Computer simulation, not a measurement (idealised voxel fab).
Process module in this document: voxel quadruple lines
Cross-sectional view cut (width: 260 nm; square cell size: 5 nm).
Cross-section spec: square-cell grid; bands listed top down; each band is one or more rows. Read a band's entry like this: the first values are the height of its top and the height of its bottom in nm, and what follows is the sequence of materials from left to right, each with its width in nm. Note that "empty" is empty space, and that a single material marked "all across" reaches across the band from edge to edge. Basically, 0 is our baseline, since under it the wafer straight out of the box is all one material. The bottom band has no lower end and keeps on going down, so it looks like "0..down". Think of "30..40" as a width that walks from the first number to the second as you go down the band, top row to bottom row, taking equal-sized steps from row to row. Step marked "identical to before"? Then no cell in the cross-section changed in it. This entry, "Entrapped voids", enumerates those empty regions of no fewer than 8 cells that possess no open connection to the top. Each region is reported in the form width x height at distance, the distance being taken from the left edge, with all three quantities expressed in nm. Note: text after step settings on the step line = simulator remark on that step. On any step carrying a mask, the "overlay nm" setting, if present on the step's line, tells how far right of its planned place the mask lay; negative values point to the left.

# This section lists the process steps that were planned
1 RECEIVE with material Si
2 CONFORMAL_DEP with material Al2O3, thk nm 5
3 DIRECTIONAL_DEP with material Ru, thk nm 10
4 DIRECTIONAL_DEP with material polySi, thk nm 15
5 DIRECTIONAL_DEP with material aC, thk nm 25
6 PATTERN with tone cover, mask id MANDREL, material resist, width nm 30, pitch nm 80, thk nm 35, overlay nm 0
7 DIRECTIONAL_ETCH with etch materials aC, depth nm 25
8 STRIP with etch materials resist
9 CONFORMAL_DEP with material SiO2, thk nm 10
10 DIRECTIONAL_ETCH with etch materials SiO2, depth nm 10
11 STRIP with etch materials aC
12 DIRECTIONAL_ETCH with etch materials polySi, depth nm 15
13 STRIP with etch materials SiO2
14 CONFORMAL_DEP with material SiCN, thk nm 10
15 DIRECTIONAL_ETCH with etch materials SiCN, depth nm 10
16 STRIP with etch materials polySi
17 DIRECTIONAL_ETCH with etch materials Ru, depth nm 10
18 STRIP with etch materials SiCN

# Delivered wafer in cross-section: state after step 1
0..down  Si all across
Entrapped voids: none

# End state of the module in cross-section, given the above starting point and plan and one mistake in execution
15..5  empty=55, Ru=30, empty=10, Ru=30, empty=10, Ru=30, empty=10, Ru=30, empty=55
5..0  Al2O3 all across
0..down  Si all across
Entrapped voids: none
What was the processing mistake? ran 16 and 17 in swapped order versus the plan
